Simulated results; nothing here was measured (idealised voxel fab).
process module | voxel released beams
cross-section cut | 250 nm wide | cells 5 nm
A cross-section is a grid of square cells, given in bands from the top down. A band is one or more rows of cells.
Each band's line starts with the height of the band's top and of its bottom, in nm. Then come its materials from left to right, each with its width in nm. One material with "throughout" fills the band from edge to edge. "air" is empty space.
Height 0 is the level under which the wafer as received is all one material. The lowest band goes on downwards, as in "0 down".
A width such as "30 to 40" changes by the same amount from each row of cells to the next, from the band's top row to its bottom row.
"no change" after a step means that no cell of the cross-section changed.
closed voids: empty space of 8 cells or more with no open way to the top, each as width x height at its distance from the left edge, in nm
after a step's settings: what the simulator itself notes on the step
overlay nm, on a step with a mask: how far to the right of its planned place the mask lay; to the left if negative
plan
1 op RECEIVE | material Si
2 op CONFORMAL_DEP | material SiN | thk nm 5
3 op DIRECTIONAL_DEP | material SiO2 | thk nm 10
4 op MASKED_ETCH | tone open | mask id ANCHOR | width nm 40 | etch materials SiO2 | depth nm 10 | overlay nm -15
5 op CONFORMAL_DEP | material polySi | thk nm 15
6 op DIRECTIONAL_DEP | material aC | thk nm 10
7 op PATTERN | tone cover | mask id BEAM | material resist | width nm 115 | thk nm 25 | overlay nm 0
8 op DIRECTIONAL_ETCH | etch materials aC | depth nm 10
9 op STRIP | etch materials resist
10 op DIRECTIONAL_ETCH | etch materials polySi | depth nm 15
11 op STRIP | etch materials aC
12 op STRIP | etch materials SiO2
varied across the wafers: overlay nm of step 4. The plan shows the first wafer's value. All wafers start alike
first wafer as received, after step 1
  0 down: Si throughout
  closed voids: none
first wafer at the end, after step 12
  30 to 20: air 65 | polySi 5 | air 10 | polySi 100 | air 70
  20 to 15: air 65 | polySi 115 | air 70
  15 to 5: air 55 | polySi 40 | air 155
  5 to 0: SiN throughout
  0 down: Si throughout
  closed voids: none
last wafer at the end
  30 to 20: air 65 | polySi 35 | air 10 | polySi 70 | air 70
  20 to 15: air 65 | polySi 115 | air 70
  15 to 5: air 85 | polySi 40 | air 125
  5 to 0: SiN throughout
  0 down: Si throughout
  closed voids: none
each wafer at the end: cells of each material gained (+) or lost (-) since it was received, then its closed voids
overlay nm -15 | +50 SiN | +81 polySi | closed voids: none
overlay nm -10 | +50 SiN | +81 polySi | closed voids: none
overlay nm -5 | +50 SiN | +81 polySi | closed voids: none
overlay nm 0 | +50 SiN | +81 polySi | closed voids: none
overlay nm 5 | +50 SiN | +81 polySi | closed voids: none
overlay nm 10 | +50 SiN | +81 polySi | closed voids: none
overlay nm 15 | +50 SiN | +81 polySi | closed voids: none
